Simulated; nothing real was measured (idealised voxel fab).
process module | voxel self aligned contacts
cross-section cut | 250 nm wide | cells 5 nm
A cross-section is a grid of square cells, given in bands from the top down. A band is one or more rows of cells.
Each band's line starts with the height of the band's top and of its bottom, in nm. Then come its materials from left to right, each with its width in nm. One material with "throughout" fills the band from edge to edge. "air" is empty space.
Height 0 is the level under which the wafer as received is all one material. The lowest band goes on downwards, as in "0 down".
A width such as "30 to 40" changes by the same amount from each row of cells to the next, from the band's top row to its bottom row.
"no change" after a step means that no cell of the cross-section changed.
closed voids: empty space of 8 cells or more with no open way to the top, each as width x height at its distance from the left edge, in nm
after a step's settings: what the simulator itself notes on the step
overlay nm, on a step with a mask: how far to the right of its planned place the mask lay; to the left if negative
plan
1 op RECEIVE | material Si
2 op OXIDIZE | depth nm 5
3 op DIRECTIONAL_DEP | material polySi | thk nm 25
4 op DIRECTIONAL_DEP | material SiN | thk nm 20
5 op MASKED_ETCH | tone cover | mask id GATE | width nm 25 | pitch nm 70 | etch materials SiN | depth nm 20 | overlay nm 0
6 op MASKED_ETCH | tone cover | mask id GATE | width nm 25 | pitch nm 70 | etch materials polySi | depth nm 25 | overlay nm 0
7 op CONFORMAL_DEP | material SiN | thk nm 10
8 op DIRECTIONAL_ETCH | etch materials SiN | depth nm 10
9 op FILL_DEP | material SiO2 | thk nm 15
10 op CMP | height nm 50
11 op PATTERN | tone open | mask id CONTACT | material resist | width nm 55 | thk nm 20 | overlay nm 0
12 op DIRECTIONAL_ETCH | etch materials SiO2 | depth nm 55
13 op STRIP | etch materials resist
14 op CONFORMAL_DEP | material TiN | thk nm 5
15 op FILL_DEP | material Ru | thk nm 10
16 op CMP | height nm 50
17 op CONFORMAL_DEP | material SiN | thk nm 5
as received, after step 1
  0 down: Si throughout
  closed voids: none
a wafer at the end: this start, this plan, one mistake
  55 to 50: SiN throughout
  50 to 30: SiO2 65 | SiN 10 | polySi 25 | SiN 10 | TiN 5 | Ru 15 | TiN 5 | SiN 10 | polySi 25 | SiN 10 | SiO2 70
  30 to 25: SiO2 65 | SiN 10 | polySi 25 | SiN 10 | TiN 25 | SiN 10 | polySi 25 | SiN 10 | SiO2 70
  25 to 0: polySi throughout
  0 to -5: SiO2 throughout
  -5 down: Si throughout
  closed voids: none
what went wrong: step 3 was run twice
